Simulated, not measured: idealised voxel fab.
The name of this process module is voxel air gaps.
cross-section cut | 290 nm wide | cells 5 nm
A cross-section is a grid of square cells, given in bands from the top down. A band is one or more rows of cells. In this notation a band is specified by the heights of its top and bottom, in that order and in nm, after which its materials appear from left to right, each paired with its width in nm. The word "edge to edge" attached to a single material means that material fills the band from edge to edge; the word "blank" stands for empty space. All heights in this document are referenced to 0, defined as the level beneath which the wafer, as received, consists entirely of one material. The lowest band is not bounded below; it extends indefinitely downward and is written in the form "0 down". Graded width ("30..40"): value in top row of band = first number; value in bottom row = second number; row-to-row change constant. "everything unchanged" -> step changed no cross-section cell. Each empty space that has no open way to the top and spans at least 8 cells appears under "Closed void register" as width x height at distance, the distance counted from the left edge, all in nm. Step line, after settings: the simulator's comment on this step. "overlay nm" answers the question of how far to the right of plan the mask lay on a step that has a mask, and when it is negative the answer is to the left.
The following list gives the planned process steps:
| 1 | RECEIVE: material Si |
| 2 | CONFORMAL_DEP: material SiO2, thk nm 10 |
| 3 | CONFORMAL_DEP: material SiCN, thk nm 5 |
| 4 | DIRECTIONAL_DEP: material lowk, thk nm 40 |
| 5 | PATTERN: tone open, mask id LINES, material resist, width nm 15, pitch nm 40, thk nm 15, overlay nm 0 |
| 6 | DIRECTIONAL_ETCH: etch materials lowk, depth nm 40 |
| 7 | STRIP: etch materials resist |
| 8 | CONFORMAL_DEP: material TiN, thk nm 5 |
| 9 | FILL_DEP: material Ru, thk nm 10 |
| 10 | CMP: height nm 55 |
| 11 | EPI: material Ru, thk nm 10 |
| 12 | SELECTIVE_ETCH: etch materials lowk, depth nm 50 |
| 13 | CONFORMAL_DEP: material SiCN, thk nm 5 |
As-received state of the wafer in cross-section, equivalent to post-step 1:
	0 down: Si edge to edge
	Closed void register: none
One mistake in running the module, otherwise start and plan as above: cross-section at the end:
	70 to 65: blank: 80 / SiCN: 125 / blank: 85
	65 to 55: blank: 80 / SiCN: 5 / Ru: 35 / SiCN: 5 / Ru: 35 / SiCN: 5 / Ru: 35 / SiCN: 5 / blank: 85
	55 to 50: blank: 80 / SiCN: 15 / TiN: 5 / Ru: 5 / TiN: 5 / SiCN: 25 / TiN: 5 / Ru: 5 / TiN: 5 / SiCN: 25 / TiN: 5 / Ru: 5 / TiN: 5 / SiCN: 15 / blank: 85
	50 to 20: blank: 90 / SiCN: 5 / TiN: 5 / Ru: 5 / TiN: 5 / SiCN: 5 / blank: 15 / SiCN: 5 / TiN: 5 / Ru: 5 / TiN: 5 / SiCN: 5 / blank: 15 / SiCN: 5 / TiN: 5 / Ru: 5 / TiN: 5 / SiCN: 5 / blank: 95
	20 to 15: SiCN: 95 / TiN: 15 / SiCN: 25 / TiN: 15 / SiCN: 25 / TiN: 15 / SiCN: 100
	15 to 10: SiCN edge to edge
	10 to 0: Ru edge to edge
	0 down: Si edge to edge
	Closed void register: 15 x 30 at 115; 15 x 30 at 155
Error vs. plan: step 2, actual vs plan mismatch, actual run CONFORMAL_DEP: material Ru, thk nm 10
